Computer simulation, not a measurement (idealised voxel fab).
process module | voxel air gaps
cross-section cut | 285 nm wide | cells 5 nm
A cross-section is a grid of square cells, given in bands from the top down. A band is one or more rows of cells.
Each band's line starts with the height of the band's top and of its bottom, in nm. Then come its materials from left to right, each with its width in nm. One material with "throughout" fills the band from edge to edge. "air" is empty space.
Height 0 is the level under which the wafer as received is all one material. The lowest band goes on downwards, as in "0 down".
A width such as "30 to 40" changes by the same amount from each row of cells to the next, from the band's top row to its bottom row.
"no change" after a step means that no cell of the cross-section changed.
closed voids: empty space of 8 cells or more with no open way to the top, each as width x height at its distance from the left edge, in nm
after a step's settings: what the simulator itself notes on the step
overlay nm, on a step with a mask: how far to the right of its planned place the mask lay; to the left if negative
plan
1 op RECEIVE | material Si
2 op CONFORMAL_DEP | material SiO2 | thk nm 10
3 op CONFORMAL_DEP | material SiCN | thk nm 5
4 op DIRECTIONAL_DEP | material SiO2 | thk nm 40
5 op MASKED_ETCH | tone open | mask id LINES | width nm 25 | pitch nm 50 | etch materials SiO2 | depth nm 40 | overlay nm 0
6 op CONFORMAL_DEP | material TiN | thk nm 5
7 op FILL_DEP | material W | thk nm 10
8 op CMP | height nm 55
9 op EPI | material Ru | thk nm 10
10 op SELECTIVE_ETCH | etch materials SiO2 | depth nm 50
11 op CONFORMAL_DEP | material SiCN | thk nm 5
as received, after step 1
  0 down: Si throughout
  closed voids: none
a wafer at the end: this start, this plan, one mistake
  80 to 75: air 55 | SiCN 175 | air 55
  75 to 55: air 55 | SiCN 5 | Ru 165 | SiCN 5 | air 55
  55 to 50: air 55 | SiCN 25 | TiN 5 | W 15 | TiN 5 | SiO2 25 | TiN 5 | W 15 | TiN 5 | SiO2 25 | TiN 5 | W 15 | TiN 5 | SiCN 25 | air 55
  50 to 20: air 75 | SiCN 5 | TiN 5 | W 15 | TiN 5 | SiO2 25 | TiN 5 | W 15 | TiN 5 | SiO2 25 | TiN 5 | W 15 | TiN 5 | SiCN 5 | air 75
  20 to 15: SiCN 80 | TiN 25 | SiO2 25 | TiN 25 | SiO2 25 | TiN 25 | SiCN 80
  15 to 10: SiCN throughout
  10 to 0: SiO2 throughout
  0 down: Si throughout
  closed voids: none
what went wrong: step 9 was run twice
